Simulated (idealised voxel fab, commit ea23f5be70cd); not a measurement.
process module | voxel capacitor over wiring
cross-section cut | 295 nm wide | cells 5 nm
A cross-section is a grid of square cells, given in bands from the top down. A band is one or more rows of cells.
Each band's line starts with the height of the band's top and of its bottom, in nm. Then come its materials from left to right, each with its width in nm. One material with "throughout" fills the band from edge to edge. "air" is empty space.
Height 0 is the level under which the wafer as received is all one material. The lowest band goes on downwards, as in "0 down".
A width such as "30 to 40" changes by the same amount from each row of cells to the next, from the band's top row to its bottom row.
"no change" after a step means that no cell of the cross-section changed.
closed voids: empty space of 8 cells or more with no open way to the top, each as width x height at its distance from the left edge, in nm
after a step's settings: what the simulator itself notes on the step
overlay nm, on a step with a mask: how far to the right of its planned place the mask lay; to the left if negative
plan
1 op RECEIVE | material Si
2 op CONFORMAL_DEP | material SiO2 | thk nm 15
3 op DIRECTIONAL_DEP | material TiN | thk nm 5
4 op DIRECTIONAL_DEP | material W | thk nm 25
5 op MASKED_ETCH | tone cover | mask id METAL_1 | width nm 25 | pitch nm 90 | etch materials W | depth nm 25 | overlay nm 0
6 op MASKED_ETCH | tone cover | mask id METAL_1 | width nm 25 | pitch nm 90 | etch materials TiN | depth nm 5 | overlay nm 0
7 op FILL_DEP | material SiO2 | thk nm 5
8 op CMP | height nm 45
9 op CONFORMAL_DEP | material SiCN | thk nm 5
10 op DIRECTIONAL_DEP | material SiO2 | thk nm 10
11 op PATTERN | tone open | mask id PLUG_1 | material resist | width nm 15 | thk nm 15 | overlay nm 0
12 op DIRECTIONAL_ETCH | etch materials SiO2 | depth nm 10
13 op DIRECTIONAL_ETCH | etch materials SiCN | depth nm 5
14 op STRIP | etch materials resist
15 op EPI | material Ru | thk nm 10
16 op EPI | material Ru | thk nm 5
17 op DIRECTIONAL_DEP | material TiN | thk nm 5
18 op DIRECTIONAL_DEP | material Al2O3 | thk nm 5
19 op DIRECTIONAL_DEP | material TiN | thk nm 10
20 op PATTERN | tone cover | mask id UPPER_PLATE | material resist | width nm 70 | thk nm 15 | overlay nm 0
21 op DIRECTIONAL_ETCH | etch materials TiN | depth nm 10
22 op DIRECTIONAL_ETCH | etch materials Al2O3 | depth nm 5
23 op STRIP | etch materials resist
24 op MASKED_ETCH | tone cover | mask id LOWER_PLATE | width nm 80 | etch materials TiN | depth nm 5 | overlay nm 0
25 op FILL_DEP | material SiO2 | thk nm 20
26 op CMP | height nm 95
27 op PATTERN | tone open | mask id PLUG_2 | material resist | width nm 15 | thk nm 15 | overlay nm 0
28 op DIRECTIONAL_ETCH | etch materials SiO2 | depth nm 15
29 op STRIP | etch materials resist
30 op CONFORMAL_DEP | material TiN | thk nm 5
31 op FILL_DEP | material Cu | thk nm 10
32 op CMP | height nm 95
33 op CONFORMAL_DEP | material SiCN | thk nm 5
first wafer, as planned
as received, after step 1
  0 down: Si throughout
  closed voids: none
after step 2
  15 to 0: SiO2 throughout
  below 0: unchanged
after step 3
  20 to 15: TiN throughout
  below 15: unchanged
after step 4
  45 to 20: W throughout
  below 20: unchanged
after step 5
  45 to 20: air 90 | W 25 | air 65 | W 25 | air 90
  below 20: unchanged
after step 6
  45 to 20: air 90 | W 25 | air 65 | W 25 | air 90
  20 to 15: air 90 | TiN 25 | air 65 | TiN 25 | air 90
  below 15: unchanged
after step 7
  50 to 45: SiO2 throughout
  45 to 20: SiO2 90 | W 25 | SiO2 65 | W 25 | SiO2 90
  20 to 15: SiO2 90 | TiN 25 | SiO2 65 | TiN 25 | SiO2 90
  below 15: unchanged
after step 8
  45 to 20: SiO2 90 | W 25 | SiO2 65 | W 25 | SiO2 90
  below 20: unchanged
after step 9
  50 to 45: SiCN throughout
  below 45: unchanged
after step 10
  60 to 50: SiO2 throughout
  below 50: unchanged
after step 11
  75 to 60: resist 100 | air 15 | resist 180
  below 60: unchanged
after step 12
  75 to 60: resist 100 | air 15 | resist 180
  60 to 50: SiO2 100 | air 15 | SiO2 180
  below 50: unchanged
after step 13
  75 to 60: resist 100 | air 15 | resist 180
  60 to 50: SiO2 100 | air 15 | SiO2 180
  50 to 45: SiCN 100 | air 15 | SiCN 180
  below 45: unchanged
after step 14
  60 to 50: SiO2 100 | air 15 | SiO2 180
  below 50: unchanged
after step 15
  60 to 55: SiO2 100 | air 15 | SiO2 180
  55 to 50: SiO2 100 | Ru 15 | SiO2 180
  50 to 45: SiCN 100 | Ru 15 | SiCN 180
  below 45: unchanged
after step 16
  60 to 50: SiO2 100 | Ru 15 | SiO2 180
  below 50: unchanged
after step 17
  65 to 60: TiN throughout
  below 60: unchanged
after step 18
  70 to 65: Al2O3 throughout
  below 65: unchanged
after step 19
  80 to 70: TiN throughout
  below 70: unchanged
after step 20
  95 to 80: air 100 | resist 70 | air 125
  below 80: unchanged
after step 21
  95 to 80: air 100 | resist 70 | air 125
  80 to 70: air 100 | TiN 70 | air 125
  below 70: unchanged
after step 22
  95 to 80: air 100 | resist 70 | air 125
  80 to 70: air 100 | TiN 70 | air 125
  70 to 65: air 100 | Al2O3 70 | air 125
  below 65: unchanged
after step 23
  80 to 70: air 100 | TiN 70 | air 125
  below 70: unchanged
after step 24
  80 to 70: air 100 | TiN 70 | air 125
  70 to 65: air 100 | Al2O3 70 | air 125
  65 to 60: air 95 | TiN 80 | air 120
  below 60: unchanged
after step 25
  100 to 80: SiO2 throughout
  80 to 70: SiO2 100 | TiN 70 | SiO2 125
  70 to 65: SiO2 100 | Al2O3 70 | SiO2 125
  65 to 60: SiO2 95 | TiN 80 | SiO2 120
  below 60: unchanged
after step 26
  95 to 80: SiO2 throughout
  below 80: unchanged
after step 27
  110 to 95: resist 110 | air 15 | resist 170
  below 95: unchanged
after step 28
  110 to 95: resist 110 | air 15 | resist 170
  95 to 80: SiO2 110 | air 15 | SiO2 170
  below 80: unchanged
after step 29
  95 to 80: SiO2 110 | air 15 | SiO2 170
  below 80: unchanged
after step 30
  100 to 95: TiN 115 | air 5 | TiN 175
  95 to 85: SiO2 110 | TiN 5 | air 5 | TiN 5 | SiO2 170
  85 to 80: SiO2 110 | TiN 15 | SiO2 170
  below 80: unchanged
after step 31
  110 to 100: Cu throughout
  100 to 95: TiN 115 | Cu 5 | TiN 175
  95 to 85: SiO2 110 | TiN 5 | Cu 5 | TiN 5 | SiO2 170
  below 85: unchanged
after step 32
  95 to 85: SiO2 110 | TiN 5 | Cu 5 | TiN 5 | SiO2 170
  below 85: unchanged
after step 33
  100 to 95: SiCN throughout
  below 95: unchanged
second wafer: like start, like plan, one mistake. Through step 14 it matches the first wafer
when step 15 should have ended
  65 to 60: air 95 | Ru 25 | air 175
  60 to 50: SiO2 100 | Ru 15 | SiO2 180
  50 to 45: SiCN 100 | Ru 15 | SiCN 180
  below 45: unchanged
when step 16 should have ended
  70 to 60: air 90 | Ru 35 | air 170
  below 60: unchanged
when step 17 should have ended
  75 to 70: air 90 | TiN 35 | air 170
  70 to 65: air 90 | Ru 35 | air 170
  65 to 60: TiN 90 | Ru 35 | TiN 170
  below 60: unchanged
when step 18 should have ended
  80 to 75: air 90 | Al2O3 35 | air 170
  75 to 70: air 90 | TiN 35 | air 170
  70 to 65: Al2O3 90 | Ru 35 | Al2O3 170
  below 65: unchanged
when step 19 should have ended
  90 to 80: air 90 | TiN 35 | air 170
  80 to 75: TiN 90 | Al2O3 35 | TiN 170
  75 to 70: TiN throughout
  below 70: unchanged
when step 20 should have ended
  105 to 90: air 100 | resist 70 | air 125
  90 to 80: air 90 | TiN 35 | resist 45 | air 125
  below 80: unchanged
when step 21 should have ended
  105 to 90: air 100 | resist 70 | air 125
  90 to 80: air 100 | TiN 25 | resist 45 | air 125
  80 to 75: air 90 | Al2O3 35 | TiN 45 | air 125
  75 to 70: air 90 | TiN 80 | air 125
  below 70: unchanged
when step 22 should have ended
  105 to 90: air 100 | resist 70 | air 125
  90 to 80: air 100 | TiN 25 | resist 45 | air 125
  80 to 75: air 100 | Al2O3 25 | TiN 45 | air 125
  75 to 70: air 90 | TiN 80 | air 125
  70 to 65: air 90 | Ru 35 | Al2O3 45 | air 125
  below 65: unchanged
when step 23 should have ended
  90 to 80: air 100 | TiN 25 | air 170
  below 80: unchanged
when step 24 should have ended
  90 to 80: air 100 | TiN 25 | air 170
  80 to 75: air 100 | Al2O3 25 | TiN 45 | air 125
  75 to 70: air 95 | TiN 75 | air 125
  70 to 65: air 90 | Ru 35 | Al2O3 45 | air 125
  65 to 60: air 90 | Ru 35 | TiN 50 | air 120
  below 60: unchanged
when step 25 should have ended
  110 to 90: SiO2 throughout
  90 to 80: SiO2 100 | TiN 25 | SiO2 170
  80 to 75: SiO2 100 | Al2O3 25 | TiN 45 | SiO2 125
  75 to 70: SiO2 95 | TiN 75 | SiO2 125
  70 to 65: SiO2 90 | Ru 35 | Al2O3 45 | SiO2 125
  65 to 60: SiO2 90 | Ru 35 | TiN 50 | SiO2 120
  below 60: unchanged
when step 26 should have ended
  95 to 90: SiO2 throughout
  below 90: unchanged
when step 27 should have ended
  110 to 95: resist 110 | air 15 | resist 170
  below 95: unchanged
when step 28 should have ended
  110 to 95: resist 110 | air 15 | resist 170
  95 to 90: SiO2 110 | air 15 | SiO2 170
  below 90: unchanged
when step 29 should have ended
  95 to 90: SiO2 110 | air 15 | SiO2 170
  below 90: unchanged
when step 30 should have ended
  100 to 95: TiN 115 | air 5 | TiN 175
  95 to 90: SiO2 110 | TiN 15 | SiO2 170
  below 90: unchanged
when step 31 should have ended
  110 to 100: Cu throughout
  100 to 95: TiN 115 | Cu 5 | TiN 175
  below 95: unchanged
when step 32 should have ended
  95 to 90: SiO2 110 | TiN 15 | SiO2 170
  below 90: unchanged
when step 33 should have ended
  100 to 95: SiCN throughout
  below 95: unchanged
what went wrong: step 15 was run twice
at the end the second wafer has, in cells: 2 fewer of Cu | 14 more of Ru | 8 fewer of SiO2 | 4 fewer of TiN
